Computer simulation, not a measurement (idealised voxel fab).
The following is a process module called voxel transistor to metal.
Square cell edge 5 nm, section width 200 nm, ID cut.
Each cross-section below is a grid of square cells, stated as bands in top-down order, with one or more rows of cells making up each band.
Top, bottom (nm), then materials left to right with widths (nm); lone material tagged "everywhere" fills the whole band edge to edge; "empty" = empty space.
Heights from 0 (as-received wafer is one material below). Bottom band endless downward, as "0..down".
A width given as "30..40" starts at the first number in the band's top row and ends at the second number in its bottom row, shifting by an equal amount at every step from row to row.
The cross-section has no changed cell in any step marked "no change".
Empty spaces counting at least 8 cells and having no open way to the top are listed in "Fully closed voids". The notation width x height at distance is used for each, the distance being from the left edge and all three values in nm.
Where a step's line continues beyond its settings, the continuation is a remark by the simulator itself on that step.
overlay nm: on a step with a mask, how far right of its planned place the mask lay; negative means left.
Before/after cross-section pairs, one process step each; after shown to lowest changed band; step and settings beneath. Pairs may be from different runs of this module on the same starting wafer; a pair continues from the one above only where its "Pre-step condition" entry says so.

### Pre-step condition
50..45  TiN 50; empty 10; TiN 75; empty 10; TiN 55
45..35  SiO2 45; TiN 5; empty 10; TiN 5; SiO2 65; TiN 5; empty 10; TiN 5; SiO2 50
35..25  SiO2 45; TiN 5; empty 10; TiN 5; SiO2 10; SiN 10; SiCN 25; SiN 10; SiO2 10; TiN 5; empty 10; TiN 5; SiO2 50
25..5  SiO2 45; TiN 5; empty 10; TiN 5; SiO2 10; SiN 10; polySi 25; SiN 10; SiO2 10; TiN 5; empty 10; TiN 5; SiO2 50
5..0  SiO2 35; SiN 10; TiN 20; SiO2 10; SiN 10; polySi 25; SiN 10; SiO2 10; TiN 20; SiN 10; SiO2 40
0..-5  SiO2 45; SiGe 30; SiO2 45; SiGe 30; SiO2 50
-5..-40  SiO2 40; Si 115; SiO2 45
-40..down  Si everywhere
Fully closed voids: none

### Resulting Cross-Section
60..50  W everywhere
50..45  TiN 50; W 10; TiN 75; W 10; TiN 55
45..35  SiO2 45; TiN 5; W 10; TiN 5; SiO2 65; TiN 5; W 10; TiN 5; SiO2 50
35..25  SiO2 45; TiN 5; W 10; TiN 5; SiO2 10; SiN 10; SiCN 25; SiN 10; SiO2 10; TiN 5; W 10; TiN 5; SiO2 50
25..5  SiO2 45; TiN 5; W 10; TiN 5; SiO2 10; SiN 10; polySi 25; SiN 10; SiO2 10; TiN 5; W 10; TiN 5; SiO2 50
Under 5: no change, same as before.
Fully closed voids: none
Between the two cross-sections above, the process step reads FILL_DEP [material W] [thk nm 10]

Pre-step condition: identical to the post-step cross-section of the immediately preceding pair.

### Resulting Cross-Section
45..35  SiO2 45; TiN 5; W 10; TiN 5; SiO2 65; TiN 5; W 10; TiN 5; SiO2 50
Under 35: no change, same as before.
Fully closed voids: none
Between the two cross-sections above, the process step reads CMP [height nm 45]

Pre-step condition: identical to the post-step cross-section of the immediately preceding pair.

### Resulting Cross-Section
50..45  TiN everywhere
Under 45: no change, same as before.
Fully closed voids: none
Between the two cross-sections above, the process step reads DIRECTIONAL_DEP [material TiN] [thk nm 5]

Pre-step condition: identical to the post-step cross-section of the immediately preceding pair.

### Resulting Cross-Section
70..50  Ru everywhere
Under 50: no change, same as before.
Fully closed voids: none
Between the two cross-sections above, the process step reads DIRECTIONAL_DEP [material Ru] [thk nm 20]

Pre-step condition: identical to the post-step cross-section of the immediately preceding pair.

### Resulting Cross-Section
80..70  aC everywhere
Under 70: no change, same as before.
Fully closed voids: none
Between the two cross-sections above, the process step reads DIRECTIONAL_DEP [material aC] [thk nm 10]

Pre-step condition: identical to the post-step cross-section of the immediately preceding pair.

### Resulting Cross-Section
105..80  empty 45; resist 20; empty 65; resist 20; empty 50
Under 80: no change, same as before.
Fully closed voids: none
Between the two cross-sections above, the process step reads PATTERN [tone cover] [mask id METAL_1] [material resist] [width nm 20] [pitch nm 85] [thk nm 25] [overlay nm 0]

Pre-step condition: identical to the post-step cross-section of the immediately preceding pair.

### Resulting Cross-Section
95..80  empty 45; resist 20; empty 65; resist 20; empty 50
80..70  empty 45; aC 20; empty 65; aC 20; empty 50
Under 70: no change, same as before.
Fully closed voids: none
Between the two cross-sections above, the process step reads DIRECTIONAL_ETCH [etch materials aC] [depth nm 10]

Pre-step condition: identical to the post-step cross-section of the immediately preceding pair.

### Resulting Cross-Section
80..70  empty 45; aC 20; empty 65; aC 20; empty 50
Under 70: no change, same as before.
Fully closed voids: none
Between the two cross-sections above, the process step reads STRIP [etch materials resist]

Pre-step condition: identical to the post-step cross-section of the immediately preceding pair.

### Resulting Cross-Section
80..70  empty 45; aC 20; empty 65; aC 20; empty 50
70..50  empty 45; Ru 20; empty 65; Ru 20; empty 50
Under 50: no change, same as before.
Fully closed voids: none
Between the two cross-sections above, the process step reads DIRECTIONAL_ETCH [etch materials Ru] [depth nm 20]

Pre-step condition: identical to the post-step cross-section of the immediately preceding pair.

### Resulting Cross-Section
80..70  empty 45; aC 20; empty 65; aC 20; empty 50
70..50  empty 45; Ru 20; empty 65; Ru 20; empty 50
50..45  empty 45; TiN 20; empty 65; TiN 20; empty 50
Under 45: no change, same as before.
Fully closed voids: none
Between the two cross-sections above, the process step reads DIRECTIONAL_ETCH [etch materials TiN] [depth nm 5]

Pre-step condition: identical to the post-step cross-section of the immediately preceding pair.

### Resulting Cross-Section
70..50  empty 45; Ru 20; empty 65; Ru 20; empty 50
Under 50: no change, same as before.
Fully closed voids: none
Between the two cross-sections above, the process step reads STRIP [etch materials aC]

Pre-step condition: identical to the post-step cross-section of the immediately preceding pair.

### Resulting Cross-Section
75..70  empty 40; SiN 30; empty 55; SiN 30; empty 45
70..50  empty 40; SiN 5; Ru 20; SiN 5; empty 55; SiN 5; Ru 20; SiN 5; empty 45
50..45  SiN 45; TiN 20; SiN 65; TiN 20; SiN 50
Under 45: no change, same as before.
Fully closed voids: none
Between the two cross-sections above, the process step reads CONFORMAL_DEP [material SiN] [thk nm 5]

Pre-step condition: identical to the post-step cross-section of the immediately preceding pair.

### Resulting Cross-Section
80..75  SiO2 everywhere
75..70  SiO2 40; SiN 30; SiO2 55; SiN 30; SiO2 45
70..50  SiO2 40; SiN 5; Ru 20; SiN 5; SiO2 55; SiN 5; Ru 20; SiN 5; SiO2 45
Under 50: no change, same as before.
Fully closed voids: none
Between the two cross-sections above, the process step reads FILL_DEP [material SiO2] [thk nm 5]

Pre-step condition: identical to the post-step cross-section of the immediately preceding pair.

### Resulting Cross-Section
70..50  SiO2 40; SiN 5; Ru 20; SiN 5; SiO2 55; SiN 5; Ru 20; SiN 5; SiO2 45
Under 50: no change, same as before.
Fully closed voids: none
Between the two cross-sections above, the process step reads CMP [height nm 70]

Pre-step condition: identical to the post-step cross-section of the immediately preceding pair.

### Resulting Cross-Section
75..70  SiCN everywhere
Under 70: no change, same as before.
Fully closed voids: none
Between the two cross-sections above, the process step reads CONFORMAL_DEP [material SiCN] [thk nm 5]

### Pre-step condition
45..35  SiO2 45; TiN 5; W 10; TiN 5; SiO2 65; TiN 5; W 10; TiN 5; SiO2 50
35..25  SiO2 45; TiN 5; W 10; TiN 5; SiO2 10; SiN 10; SiCN 25; SiN 10; SiO2 10; TiN 5; W 10; TiN 5; SiO2 50
25..5  SiO2 45; TiN 5; W 10; TiN 5; SiO2 10; SiN 10; polySi 25; SiN 10; SiO2 10; TiN 5; W 10; TiN 5; SiO2 50
5..0  SiO2 35; SiN 10; TiN 20; SiO2 10; SiN 10; polySi 25; SiN 10; SiO2 10; TiN 20; SiN 10; SiO2 40
0..-5  SiO2 45; SiGe 30; SiO2 45; SiGe 30; SiO2 50
-5..-20  SiO2 40; Si 115; SiO2 45
-20..down  Si everywhere
Fully closed voids: none

### Resulting Cross-Section
65..45  Ru everywhere
Under 45: no change, same as before.
Fully closed voids: none
Between the two cross-sections above, the process step reads DIRECTIONAL_DEP [material Ru] [thk nm 20]

Pre-step condition: identical to the post-step cross-section of the immediately preceding pair.

### Resulting Cross-Section
70..65  TiN everywhere
Under 65: no change, same as before.
Fully closed voids: none
Between the two cross-sections above, the process step reads DIRECTIONAL_DEP [material TiN] [thk nm 5]

Pre-step condition: identical to the post-step cross-section of the immediately preceding pair.

### Resulting Cross-Section
80..70  aC everywhere
Under 70: no change, same as before.
Fully closed voids: none
Between the two cross-sections above, the process step reads DIRECTIONAL_DEP [material aC] [thk nm 10]

Pre-step condition: identical to the post-step cross-section of the immediately preceding pair.

### Resulting Cross-Section
105..80  empty 45; resist 20; empty 65; resist 20; empty 50
Under 80: no change, same as before.
Fully closed voids: none
Between the two cross-sections above, the process step reads PATTERN [tone cover] [mask id METAL_1] [material resist] [width nm 20] [pitch nm 85] [thk nm 25] [overlay nm 0]

Pre-step condition: identical to the post-step cross-section of the immediately preceding pair.

### Resulting Cross-Section
95..80  empty 45; resist 20; empty 65; resist 20; empty 50
80..70  empty 45; aC 20; empty 65; aC 20; empty 50
Under 70: no change, same as before.
Fully closed voids: none
Between the two cross-sections above, the process step reads DIRECTIONAL_ETCH [etch materials aC] [depth nm 10]

Pre-step condition: identical to the post-step cross-section of the immediately preceding pair.

### Resulting Cross-Section
80..70  empty 45; aC 20; empty 65; aC 20; empty 50
Under 70: no change, same as before.
Fully closed voids: none
Between the two cross-sections above, the process step reads STRIP [etch materials resist]

Pre-step condition: identical to the post-step cross-section of the immediately preceding pair.

### Resulting Cross-Section
80..70  empty 45; aC 20; empty 65; aC 20; empty 50
70..65  empty 45; TiN 20; empty 65; TiN 20; empty 50
Under 65: no change, same as before.
Fully closed voids: none
Between the two cross-sections above, the process step reads DIRECTIONAL_ETCH [etch materials TiN] [depth nm 5]

Pre-step condition: identical to the post-step cross-section of the immediately preceding pair.

### Resulting Cross-Section
70..65  empty 45; TiN 20; empty 65; TiN 20; empty 50
Under 65: no change, same as before.
Fully closed voids: none
Between the two cross-sections above, the process step reads STRIP [etch materials aC]

Pre-step condition: identical to the post-step cross-section of the immediately preceding pair.

### Resulting Cross-Section
75..70  empty 40; SiN 30; empty 55; SiN 30; empty 45
70..65  SiN 45; TiN 20; SiN 65; TiN 20; SiN 50
Under 65: no change, same as before.
Fully closed voids: none
Between the two cross-sections above, the process step reads CONFORMAL_DEP [material SiN] [thk nm 5]

Pre-step condition: identical to the post-step cross-section of the immediately preceding pair.

### Resulting Cross-Section
80..75  SiO2 everywhere
75..70  SiO2 40; SiN 30; SiO2 55; SiN 30; SiO2 45
Under 70: no change, same as before.
Fully closed voids: none
Between the two cross-sections above, the process step reads FILL_DEP [material SiO2] [thk nm 5]

Pre-step condition: identical to the post-step cross-section of the immediately preceding pair.

### Resulting Cross-Section
70..65  SiN 45; TiN 20; SiN 65; TiN 20; SiN 50
Under 65: no change, same as before.
Fully closed voids: none
Between the two cross-sections above, the process step reads CMP [height nm 70]

Pre-step condition: identical to the post-step cross-section of the immediately preceding pair.

### Resulting Cross-Section
75..70  SiCN everywhere
Under 70: no change, same as before.
Fully closed voids: none
Between the two cross-sections above, the process step reads CONFORMAL_DEP [material SiCN] [thk nm 5]

### Pre-step condition
35..25  empty 85; SiCN 25; empty 90
25..5  empty 85; polySi 25; empty 90
5..0  SiO2 35; empty 50; polySi 25; empty 50; SiO2 40
0..-5  SiO2 everywhere
-5..-20  SiO2 40; Si 115; SiO2 45
-20..down  Si everywhere
Fully closed voids: none

### Resulting Cross-Section
50..35  empty 70; SiN 55; empty 75
35..25  empty 70; SiN 15; SiCN 25; SiN 15; empty 75
25..20  empty 70; SiN 15; polySi 25; SiN 15; empty 75
20..15  SiN 50; empty 20; SiN 15; polySi 25; SiN 15; empty 20; SiN 55
15..5  SiN 85; polySi 25; SiN 90
5..0  SiO2 35; SiN 50; polySi 25; SiN 50; SiO2 40
Under 0: no change, same as before.
Fully closed voids: none
Between the two cross-sections above, the process step reads CONFORMAL_DEP [material SiN] [thk nm 15]

Pre-step condition: identical to the post-step cross-section of the immediately preceding pair.

### Resulting Cross-Section
40..35  empty 70; SiN 55; empty 75
35..25  empty 70; SiN 15; SiCN 25; SiN 15; empty 75
25..10  empty 70; SiN 15; polySi 25; SiN 15; empty 75
10..5  SiN 50; empty 20; SiN 15; polySi 25; SiN 15; empty 20; SiN 55
Under 5: no change, same as before.
Fully closed voids: none
Between the two cross-sections above, the process step reads DIRECTIONAL_ETCH [etch materials SiN] [depth nm 10]

Pre-step condition: identical to the post-step cross-section of the immediately preceding pair.

### Resulting Cross-Section
45..40  SiO2 everywhere
40..35  SiO2 70; SiN 55; SiO2 75
35..25  SiO2 70; SiN 15; SiCN 25; SiN 15; SiO2 75
25..10  SiO2 70; SiN 15; polySi 25; SiN 15; SiO2 75
10..5  SiN 50; SiO2 20; SiN 15; polySi 25; SiN 15; SiO2 20; SiN 55
Under 5: no change, same as before.
Fully closed voids: none
Between the two cross-sections above, the process step reads FILL_DEP [material SiO2] [thk nm 5]

Pre-step condition: identical to the post-step cross-section of the immediately preceding pair.

### Resulting Cross-Section
35..25  SiO2 70; SiN 15; SiCN 25; SiN 15; SiO2 75
Under 25: no change, same as before.
Fully closed voids: none
Between the two cross-sections above, the process step reads CMP [height nm 35]

Pre-step condition: identical to the post-step cross-section of the immediately preceding pair.

### Resulting Cross-Section
45..35  SiO2 everywhere
Under 35: no change, same as before.
Fully closed voids: none
Between the two cross-sections above, the process step reads DIRECTIONAL_DEP [material SiO2] [thk nm 10]

Pre-step condition: identical to the post-step cross-section of the immediately preceding pair.

### Resulting Cross-Section
60..45  resist 45; empty 20; resist 65; empty 20; resist 50
Under 45: no change, same as before.
Fully closed voids: none
Between the two cross-sections above, the process step reads PATTERN [tone open] [mask id CONTACT] [material resist] [width nm 20] [pitch nm 85] [thk nm 15] [overlay nm 0]

Pre-step condition: identical to the post-step cross-section of the immediately preceding pair.

### Resulting Cross-Section
60..45  resist 45; empty 20; resist 65; empty 20; resist 50
45..35  SiO2 45; empty 20; SiO2 65; empty 20; SiO2 50
35..25  SiO2 45; empty 20; SiO2 5; SiN 15; SiCN 25; SiN 15; SiO2 5; empty 20; SiO2 50
25..10  SiO2 45; empty 20; SiO2 5; SiN 15; polySi 25; SiN 15; SiO2 5; empty 20; SiO2 50
10..5  SiN 50; empty 15; SiO2 5; SiN 15; polySi 25; SiN 15; SiO2 5; empty 15; SiN 55
Under 5: no change, same as before.
Fully closed voids: none
Between the two cross-sections above, the process step reads DIRECTIONAL_ETCH [etch materials SiO2] [depth nm 45]

Pre-step condition: identical to the post-step cross-section of the immediately preceding pair.

### Resulting Cross-Section
45..35  SiO2 45; empty 20; SiO2 65; empty 20; SiO2 50
Under 35: no change, same as before.
Fully closed voids: none
Between the two cross-sections above, the process step reads STRIP [etch materials resist]

Pre-step condition: identical to the post-step cross-section of the immediately preceding pair.

### Resulting Cross-Section
50..45  TiN 50; empty 10; TiN 75; empty 10; TiN 55
45..35  SiO2 45; TiN 5; empty 10; TiN 5; SiO2 65; TiN 5; empty 10; TiN 5; SiO2 50
35..25  SiO2 45; TiN 5; empty 10; TiN 5; SiO2 5; SiN 15; SiCN 25; SiN 15; SiO2 5; TiN 5; empty 10; TiN 5; SiO2 50
25..15  SiO2 45; TiN 5; empty 10; TiN 5; SiO2 5; SiN 15; polySi 25; SiN 15; SiO2 5; TiN 5; empty 10; TiN 5; SiO2 50
15..10  SiO2 45; TiN 10; empty 5; TiN 5; SiO2 5; SiN 15; polySi 25; SiN 15; SiO2 5; TiN 5; empty 5; TiN 10; SiO2 50
10..5  SiN 50; TiN 15; SiO2 5; SiN 15; polySi 25; SiN 15; SiO2 5; TiN 15; SiN 55
Under 5: no change, same as before.
Fully closed voids: none
Between the two cross-sections above, the process step reads CONFORMAL_DEP [material TiN] [thk nm 5]

Pre-step condition: identical to the post-step cross-section of the immediately preceding pair.

### Resulting Cross-Section
60..50  W everywhere
50..45  TiN 50; W 10; TiN 75; W 10; TiN 55
45..35  SiO2 45; TiN 5; W 10; TiN 5; SiO2 65; TiN 5; W 10; TiN 5; SiO2 50
35..25  SiO2 45; TiN 5; W 10; TiN 5; SiO2 5; SiN 15; SiCN 25; SiN 15; SiO2 5; TiN 5; W 10; TiN 5; SiO2 50
25..15  SiO2 45; TiN 5; W 10; TiN 5; SiO2 5; SiN 15; polySi 25; SiN 15; SiO2 5; TiN 5; W 10; TiN 5; SiO2 50
15..10  SiO2 45; TiN 10; W 5; TiN 5; SiO2 5; SiN 15; polySi 25; SiN 15; SiO2 5; TiN 5; W 5; TiN 10; SiO2 50
Under 10: no change, same as before.
Fully closed voids: none
Between the two cross-sections above, the process step reads FILL_DEP [material W] [thk nm 10]

Pre-step condition: identical to the post-step cross-section of the immediately preceding pair.

### Resulting Cross-Section
45..35  SiO2 45; TiN 5; W 10; TiN 5; SiO2 65; TiN 5; W 10; TiN 5; SiO2 50
Under 35: no change, same as before.
Fully closed voids: none
Between the two cross-sections above, the process step reads CMP [height nm 45]

Pre-step condition: identical to the post-step cross-section of the immediately preceding pair.

### Resulting Cross-Section
50..45  TiN everywhere
Under 45: no change, same as before.
Fully closed voids: none
Between the two cross-sections above, the process step reads DIRECTIONAL_DEP [material TiN] [thk nm 5]

Pre-step condition: identical to the post-step cross-section of the immediately preceding pair.

### Resulting Cross-Section
70..50  Ru everywhere
Under 50: no change, same as before.
Fully closed voids: none
Between the two cross-sections above, the process step reads DIRECTIONAL_DEP [material Ru] [thk nm 20]

Pre-step condition: identical to the post-step cross-section of the immediately preceding pair.

### Resulting Cross-Section
80..70  aC everywhere
Under 70: no change, same as before.
Fully closed voids: none
Between the two cross-sections above, the process step reads DIRECTIONAL_DEP [material aC] [thk nm 10]

Pre-step condition: identical to the post-step cross-section of the immediately preceding pair.

### Resulting Cross-Section
105..80  empty 45; resist 20; empty 65; resist 20; empty 50
Under 80: no change, same as before.
Fully closed voids: none
Between the two cross-sections above, the process step reads PATTERN [tone cover] [mask id METAL_1] [material resist] [width nm 20] [pitch nm 85] [thk nm 25] [overlay nm 0]

Pre-step condition: identical to the post-step cross-section of the immediately preceding pair.

### Resulting Cross-Section
95..80  empty 45; resist 20; empty 65; resist 20; empty 50
80..70  empty 45; aC 20; empty 65; aC 20; empty 50
Under 70: no change, same as before.
Fully closed voids: none
Between the two cross-sections above, the process step reads DIRECTIONAL_ETCH [etch materials aC] [depth nm 10]

Pre-step condition: identical to the post-step cross-section of the immediately preceding pair.

### Resulting Cross-Section
80..70  empty 45; aC 20; empty 65; aC 20; empty 50
Under 70: no change, same as before.
Fully closed voids: none
Between the two cross-sections above, the process step reads STRIP [etch materials resist]

Pre-step condition: identical to the post-step cross-section of the immediately preceding pair.

### Resulting Cross-Section
80..70  empty 45; aC 20; empty 65; aC 20; empty 50
70..50  empty 45; Ru 20; empty 65; Ru 20; empty 50
Under 50: no change, same as before.
Fully closed voids: none
Between the two cross-sections above, the process step reads DIRECTIONAL_ETCH [etch materials Ru] [depth nm 20]

Pre-step condition: identical to the post-step cross-section of the immediately preceding pair.

### Resulting Cross-Section
80..70  empty 45; aC 20; empty 65; aC 20; empty 50
70..50  empty 45; Ru 20; empty 65; Ru 20; empty 50
50..45  empty 45; TiN 20; empty 65; TiN 20; empty 50
Under 45: no change, same as before.
Fully closed voids: none
Between the two cross-sections above, the process step reads DIRECTIONAL_ETCH [etch materials TiN] [depth nm 5]

Pre-step condition: identical to the post-step cross-section of the immediately preceding pair.

### Resulting Cross-Section
70..50  empty 45; Ru 20; empty 65; Ru 20; empty 50
Under 50: no change, same as before.
Fully closed voids: none
Between the two cross-sections above, the process step reads STRIP [etch materials aC]

Pre-step condition: identical to the post-step cross-section of the immediately preceding pair.

### Resulting Cross-Section
75..70  empty 40; SiN 30; empty 55; SiN 30; empty 45
70..50  empty 40; SiN 5; Ru 20; SiN 5; empty 55; SiN 5; Ru 20; SiN 5; empty 45
50..45  SiN 45; TiN 20; SiN 65; TiN 20; SiN 50
Under 45: no change, same as before.
Fully closed voids: none
Between the two cross-sections above, the process step reads CONFORMAL_DEP [material SiN] [thk nm 5]

Pre-step condition: identical to the post-step cross-section of the immediately preceding pair.

### Resulting Cross-Section
80..75  SiO2 everywhere
75..70  SiO2 40; SiN 30; SiO2 55; SiN 30; SiO2 45
70..50  SiO2 40; SiN 5; Ru 20; SiN 5; SiO2 55; SiN 5; Ru 20; SiN 5; SiO2 45
Under 50: no change, same as before.
Fully closed voids: none
Between the two cross-sections above, the process step reads FILL_DEP [material SiO2] [thk nm 5]

Pre-step condition: identical to the post-step cross-section of the immediately preceding pair.

### Resulting Cross-Section
70..50  SiO2 40; SiN 5; Ru 20; SiN 5; SiO2 55; SiN 5; Ru 20; SiN 5; SiO2 45
Under 50: no change, same as before.
Fully closed voids: none
Between the two cross-sections above, the process step reads CMP [height nm 70]

Pre-step condition: identical to the post-step cross-section of the immediately preceding pair.

### Resulting Cross-Section
75..70  SiCN everywhere
Under 70: no change, same as before.
Fully closed voids: none
Between the two cross-sections above, the process step reads CONFORMAL_DEP [material SiCN] [thk nm 5]

### Pre-step condition
40..35  SiCN 35; empty 125; SiCN 40
35..30  SiCN everywhere
30..25  polySi 35; SiCN 125; polySi 40
25..5  polySi everywhere
5..0  SiO2 35; polySi 125; SiO2 40
0..-5  SiO2 everywhere
-5..-20  SiO2 40; Si 115; SiO2 45
-20..down  Si everywhere
Fully closed voids: none

### Resulting Cross-Section
35..30  empty 90; SiCN 15; empty 95
30..25  polySi 35; empty 55; SiCN 15; empty 55; polySi 40
Under 25: no change, same as before.
Fully closed voids: none
Between the two cross-sections above, the process step reads MASKED_ETCH [tone cover] [mask id GATE] [width nm 15] [etch materials SiCN] [depth nm 20] [overlay nm 0]

Pre-step condition: identical to the post-step cross-section of the immediately preceding pair.

### Resulting Cross-Section
35..25  empty 90; SiCN 15; empty 95
25..5  empty 85; polySi 25; empty 90
5..0  SiO2 35; empty 50; polySi 25; empty 50; SiO2 40
Under 0: no change, same as before.
Fully closed voids: none
Between the two cross-sections above, the process step reads MASKED_ETCH [tone cover] [mask id GATE] [width nm 25] [etch materials polySi] [depth nm 35] [overlay nm 0]

Pre-step condition: identical to the post-step cross-section of the immediately preceding pair.

### Resulting Cross-Section
45..35  empty 80; SiN 35; empty 85
35..25  empty 75; SiN 15; SiCN 15; SiN 15; empty 80
25..15  empty 75; SiN 10; polySi 25; SiN 10; empty 80
15..10  SiN 45; empty 30; SiN 10; polySi 25; SiN 10; empty 30; SiN 50
10..5  SiN 85; polySi 25; SiN 90
5..0  SiO2 35; SiN 50; polySi 25; SiN 50; SiO2 40
Under 0: no change, same as before.
Fully closed voids: none
Between the two cross-sections above, the process step reads CONFORMAL_DEP [material SiN] [thk nm 10]

Pre-step condition: identical to the post-step cross-section of the immediately preceding pair.

### Resulting Cross-Section
35..25  empty 80; SiN 10; SiCN 15; SiN 10; empty 85
25..5  empty 75; SiN 10; polySi 25; SiN 10; empty 80
5..0  SiO2 35; SiN 10; empty 30; SiN 10; polySi 25; SiN 10; empty 30; SiN 10; SiO2 40
Under 0: no change, same as before.
Fully closed voids: none
Between the two cross-sections above, the process step reads DIRECTIONAL_ETCH [etch materials SiN] [depth nm 10]

Pre-step condition: identical to the post-step cross-section of the immediately preceding pair.

### Resulting Cross-Section
35..25  empty 80; SiN 10; SiCN 15; SiN 10; empty 85
25..5  empty 75; SiN 10; polySi 25; SiN 10; empty 80
5..0  empty 35; SiN 10; empty 30; SiN 10; polySi 25; SiN 10; empty 30; SiN 10; empty 40
0..-5  SiO2 45; empty 30; SiO2 45; empty 30; SiO2 50
Under -5: no change, same as before.
Fully closed voids: none
Between the two cross-sections above, the process step reads DIRECTIONAL_ETCH [etch materials SiO2] [depth nm 5]

Pre-step condition: identical to the post-step cross-section of the immediately preceding pair.

### Resulting Cross-Section
35..25  empty 80; SiN 10; SiCN 15; SiN 10; empty 85
25..5  empty 75; SiN 10; polySi 25; SiN 10; empty 80
5..0  empty 35; SiN 10; empty 30; SiN 10; polySi 25; SiN 10; empty 30; SiN 10; empty 40
0..-5  SiO2 45; SiGe 30; SiO2 45; SiGe 30; SiO2 50
Under -5: no change, same as before.
Fully closed voids: none
Between the two cross-sections above, the process step reads EPI [material SiGe] [thk nm 5]

Pre-step condition: identical to the post-step cross-section of the immediately preceding pair.

### Resulting Cross-Section
40..35  SiO2 everywhere
35..25  SiO2 80; SiN 10; SiCN 15; SiN 10; SiO2 85
25..5  SiO2 75; SiN 10; polySi 25; SiN 10; SiO2 80
5..0  SiO2 35; SiN 10; SiO2 30; SiN 10; polySi 25; SiN 10; SiO2 30; SiN 10; SiO2 40
Under 0: no change, same as before.
Fully closed voids: none
Between the two cross-sections above, the process step reads FILL_DEP [material SiO2] [thk nm 5]

Pre-step condition: identical to the post-step cross-section of the immediately preceding pair.

### Resulting Cross-Section
35..25  SiO2 80; SiN 10; SiCN 15; SiN 10; SiO2 85
Under 25: no change, same as before.
Fully closed voids: none
Between the two cross-sections above, the process step reads CMP [height nm 35]

Pre-step condition: identical to the post-step cross-section of the immediately preceding pair.

### Resulting Cross-Section
45..35  SiO2 everywhere
Under 35: no change, same as before.
Fully closed voids: none
Between the two cross-sections above, the process step reads DIRECTIONAL_DEP [material SiO2] [thk nm 10]

Pre-step condition: identical to the post-step cross-section of the immediately preceding pair.

### Resulting Cross-Section
60..45  resist 45; empty 20; resist 65; empty 20; resist 50
Under 45: no change, same as before.
Fully closed voids: none
Between the two cross-sections above, the process step reads PATTERN [tone open] [mask id CONTACT] [material resist] [width nm 20] [pitch nm 85] [thk nm 15] [overlay nm 0]

Pre-step condition: identical to the post-step cross-section of the immediately preceding pair.

### Resulting Cross-Section
60..45  resist 45; empty 20; resist 65; empty 20; resist 50
45..35  SiO2 45; empty 20; SiO2 65; empty 20; SiO2 50
35..25  SiO2 45; empty 20; SiO2 15; SiN 10; SiCN 15; SiN 10; SiO2 15; empty 20; SiO2 50
25..5  SiO2 45; empty 20; SiO2 10; SiN 10; polySi 25; SiN 10; SiO2 10; empty 20; SiO2 50
5..0  SiO2 35; SiN 10; empty 20; SiO2 10; SiN 10; polySi 25; SiN 10; SiO2 10; empty 20; SiN 10; SiO2 40
Under 0: no change, same as before.
Fully closed voids: none
Between the two cross-sections above, the process step reads DIRECTIONAL_ETCH [etch materials SiO2] [depth nm 45]

Pre-step condition: identical to the post-step cross-section of the immediately preceding pair.

### Resulting Cross-Section
45..35  SiO2 45; empty 20; SiO2 65; empty 20; SiO2 50
Under 35: no change, same as before.
Fully closed voids: none
Between the two cross-sections above, the process step reads STRIP [etch materials resist]

Pre-step condition: identical to the post-step cross-section of the immediately preceding pair.

### Resulting Cross-Section
50..45  TiN 50; empty 10; TiN 75; empty 10; TiN 55
45..35  SiO2 45; TiN 5; empty 10; TiN 5; SiO2 65; TiN 5; empty 10; TiN 5; SiO2 50
35..25  SiO2 45; TiN 5; empty 10; TiN 5; SiO2 15; SiN 10; SiCN 15; SiN 10; SiO2 15; TiN 5; empty 10; TiN 5; SiO2 50
25..5  SiO2 45; TiN 5; empty 10; TiN 5; SiO2 10; SiN 10; polySi 25; SiN 10; SiO2 10; TiN 5; empty 10; TiN 5; SiO2 50
5..0  SiO2 35; SiN 10; TiN 20; SiO2 10; SiN 10; polySi 25; SiN 10; SiO2 10; TiN 20; SiN 10; SiO2 40
Under 0: no change, same as before.
Fully closed voids: none
Between the two cross-sections above, the process step reads CONFORMAL_DEP [material TiN] [thk nm 5]

Pre-step condition: identical to the post-step cross-section of the immediately preceding pair.

### Resulting Cross-Section
60..50  W everywhere
50..45  TiN 50; W 10; TiN 75; W 10; TiN 55
45..35  SiO2 45; TiN 5; W 10; TiN 5; SiO2 65; TiN 5; W 10; TiN 5; SiO2 50
35..25  SiO2 45; TiN 5; W 10; TiN 5; SiO2 15; SiN 10; SiCN 15; SiN 10; SiO2 15; TiN 5; W 10; TiN 5; SiO2 50
25..5  SiO2 45; TiN 5; W 10; TiN 5; SiO2 10; SiN 10; polySi 25; SiN 10; SiO2 10; TiN 5; W 10; TiN 5; SiO2 50
Under 5: no change, same as before.
Fully closed voids: none
Between the two cross-sections above, the process step reads FILL_DEP [material W] [thk nm 10]

Pre-step condition: identical to the post-step cross-section of the immediately preceding pair.

### Resulting Cross-Section
45..35  SiO2 45; TiN 5; W 10; TiN 5; SiO2 65; TiN 5; W 10; TiN 5; SiO2 50
Under 35: no change, same as before.
Fully closed voids: none
Between the two cross-sections above, the process step reads CMP [height nm 45]

Pre-step condition: identical to the post-step cross-section of the immediately preceding pair.

### Resulting Cross-Section
50..45  TiN everywhere
Under 45: no change, same as before.
Fully closed voids: none
Between the two cross-sections above, the process step reads DIRECTIONAL_DEP [material TiN] [thk nm 5]

Pre-step condition: identical to the post-step cross-section of the immediately preceding pair.

### Resulting Cross-Section
70..50  Ru everywhere
Under 50: no change, same as before.
Fully closed voids: none
Between the two cross-sections above, the process step reads DIRECTIONAL_DEP [material Ru] [thk nm 20]

Pre-step condition: identical to the post-step cross-section of the immediately preceding pair.

### Resulting Cross-Section
80..70  aC everywhere
Under 70: no change, same as before.
Fully closed voids: none
Between the two cross-sections above, the process step reads DIRECTIONAL_DEP [material aC] [thk nm 10]

Pre-step condition: identical to the post-step cross-section of the immediately preceding pair.

### Resulting Cross-Section
105..80  empty 45; resist 20; empty 65; resist 20; empty 50
Under 80: no change, same as before.
Fully closed voids: none
Between the two cross-sections above, the process step reads PATTERN [tone cover] [mask id METAL_1] [material resist] [width nm 20] [pitch nm 85] [thk nm 25] [overlay nm 0]

Pre-step condition: identical to the post-step cross-section of the immediately preceding pair.

### Resulting Cross-Section
95..80  empty 45; resist 20; empty 65; resist 20; empty 50
80..70  empty 45; aC 20; empty 65; aC 20; empty 50
Under 70: no change, same as before.
Fully closed voids: none
Between the two cross-sections above, the process step reads DIRECTIONAL_ETCH [etch materials aC] [depth nm 10]
